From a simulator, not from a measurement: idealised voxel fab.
You're looking at the process module voxel self aligned contacts.
This is section cut - it's 185 nm across, gridded in 5 nm square cells.
Reading order for cross-sections: top band down to bottom band. Underlying form: a grid of square cells. Band size: one or more rows of cells. Basically the band line says how high the top is and how high the bottom is, in nm, and then what's in it from left to right, every material with its width in nm. Empty space shows up as "air", and if a single material carries "everywhere" it runs the full band edge to edge. A quick word on heights: they are counted from 0, and under that level the wafer as it came to us is one material throughout. The lowest band is different from the rest in having no bottom; it simply continues downward, written as in "0 down". Width spec "30..40" -> top row of cells at first value, bottom row at second value, equal per-row change in between. Step note "nothing was modified" = no cross-section cell changed. Heads up: "Trapped voids" only lists the empty pockets with no open path to the top that are 8 cells or more, and it writes them as width x height at distance, distance from the left edge, in nm. Read whatever lies past the settings on a step's line as the simulator's own remark about the step. overlay nm: on a step with a mask, how far right of its planned place the mask lay; negative means left.
# Below is the list of planned process steps
1 op RECEIVE | material Si
2 op CONFORMAL_DEP | material SiO2 | thk nm 5
3 op DIRECTIONAL_DEP | material polySi | thk nm 20
4 op DIRECTIONAL_DEP | material SiN | thk nm 20
5 op PATTERN | tone cover | mask id GATE | material resist | width nm 25 | pitch nm 60 | thk nm 15 | overlay nm 0
6 op DIRECTIONAL_ETCH | etch materials SiN | depth nm 20
7 op DIRECTIONAL_ETCH | etch materials polySi | depth nm 20
8 op STRIP | etch materials resist
9 op CONFORMAL_DEP | material SiN | thk nm 5
10 op DIRECTIONAL_ETCH | etch materials SiN | depth nm 5
11 op FILL_DEP | material SiO2 | thk nm 15
12 op CMP | height nm 50
13 op PATTERN | tone open | mask id CONTACT | material resist | width nm 45 | thk nm 15 | overlay nm 0
14 op DIRECTIONAL_ETCH | etch materials SiO2 | depth nm 50
15 op STRIP | etch materials resist
16 op CONFORMAL_DEP | material TiN | thk nm 5
17 op FILL_DEP | material Ru | thk nm 5
18 op CMP | height nm 50
19 op CONFORMAL_DEP | material SiN | thk nm 5
# Incoming wafer, cross-sectional view, post step 1
0 down: Si everywhere
Trapped voids: none
# Below is the wafer in cross-section after the module was completed. It began from the starting point shown above and followed the plan shown above, except that one mistake was made while running it
55 to 50: SiN everywhere
50 to 45: 70 nm SiO2, 45 nm TiN, 70 nm SiO2
45 to 25: 55 nm SiN, 15 nm SiO2, 45 nm SiN, 15 nm SiO2, 55 nm SiN
25 to 5: 50 nm polySi, 5 nm SiN, 15 nm SiO2, 5 nm SiN, 35 nm polySi, 5 nm SiN, 15 nm SiO2, 5 nm SiN, 50 nm polySi
5 to 0: SiO2 everywhere
0 down: Si everywhere
Trapped voids: none
Finding, execution versus plan: step 5 changed vs plan, executed as op PATTERN | tone open | mask id GATE | material resist | width nm 25 | pitch nm 60 | thk nm 15 | overlay nm 0
